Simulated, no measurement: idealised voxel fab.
Title: Process Module voxel released beams
Displayed cross-section: cut, width of 165 nm, square cells sized 5 nm.
Cross-section = grid of square cells, listed top down in bands; band = one or more rows. Look at the band entry: it leads with the top's height and the bottom's height in nm. Then it lists the materials left to right, with a width in nm for each. The word "throughout" on a single material says that material fills the band edge to edge. The word "blank" is empty space. Ref level 0: as-received wafer is one material below here. Bottom band extends down with no lower bound ("0 and below"). Width "30->40": first value at the band's top row of cells, second value at its bottom row, equal change from row to row. Basically "remained the same" means that step didn't change any cell in the cross-section. Each empty space that has no open way to the top and spans at least 8 cells appears under "Closed void list" as width x height at distance, the distance counted from the left edge, all in nm. Step line, after settings: the simulator's comment on this step. You can add "overlay nm" to a step's line. For a step with a mask, it describes how far the mask lay to the right of its planned position, and a negative number describes a lay to the left.

## The following list gives the planned process steps
1) RECEIVE with material Si
2) CONFORMAL_DEP with material SiN, thk nm 5
3) DIRECTIONAL_DEP with material SiO2, thk nm 20
4) MASKED_ETCH with tone open, mask id ANCHOR, width nm 35, etch materials SiO2, depth nm 20, overlay nm 0
5) CONFORMAL_DEP with material polySi, thk nm 15
6) MASKED_ETCH with tone cover, mask id BEAM, width nm 95, etch materials polySi, depth nm 15, overlay nm 0
7) STRIP with etch materials SiO2

## The first wafer of two, processed as planned

## As-received wafer cross-section (after step 1)
	0 and below: Si throughout
	Closed void list: none

## Wafer section view after processing step 2
	5 down to 0: SiN throughout
	Whatever lies below 0 is exactly as it was before.

## Wafer section view after processing step 3
	25 down to 5: SiO2 throughout
	Whatever lies below 5 is exactly as it was before.

## Wafer section view after processing step 4
	25 down to 5: 35 nm SiO2 | 35 nm blank | 95 nm SiO2
	Whatever lies below 5 is exactly as it was before.

## Wafer section view after processing step 5
	40 down to 25: 50 nm polySi | 5 nm blank | 110 nm polySi
	25 down to 20: 35 nm SiO2 | 15 nm polySi | 5 nm blank | 15 nm polySi | 95 nm SiO2
	20 down to 5: 35 nm SiO2 | 35 nm polySi | 95 nm SiO2
	Whatever lies below 5 is exactly as it was before.

## Wafer section view after processing step 6
	40 down to 25: 30 nm blank | 20 nm polySi | 5 nm blank | 70 nm polySi | 40 nm blank
	Whatever lies below 25 is exactly as it was before.

## Wafer section view after processing step 7
	40 down to 25: 30 nm blank | 20 nm polySi | 5 nm blank | 70 nm polySi | 40 nm blank
	25 down to 20: 35 nm blank | 15 nm polySi | 5 nm blank | 15 nm polySi | 95 nm blank
	20 down to 5: 35 nm blank | 35 nm polySi | 95 nm blank
	Whatever lies below 5 is exactly as it was before.

## second wafer: like start, like plan, one mistake. Through step 5 it matches the first wafer

## Cross-sectional view of the second wafer at the intended end time of process step 6
	40 down to 25: 30 nm polySi | 95 nm blank | 40 nm polySi
	25 down to 5: 35 nm SiO2 | 15 nm polySi | 5 nm blank | 15 nm polySi | 95 nm SiO2
	Whatever lies below 5 is exactly as it was before.

## Cross-sectional view of the second wafer at the intended end time of process step 7
	25 down to 5: 35 nm blank | 15 nm polySi | 5 nm blank | 15 nm polySi | 95 nm blank
	Whatever lies below 5 is exactly as it was before.
The mistake made against the process plan was this: note that step 6 departed from the planned setting and was carried out as MASKED_ETCH with tone open, mask id BEAM, width nm 95, etch materials polySi, depth nm 15, overlay nm 0
The final cell counts differ between the wafers, with the second having more or fewer of some materials than the first: 57 fewer of polySi
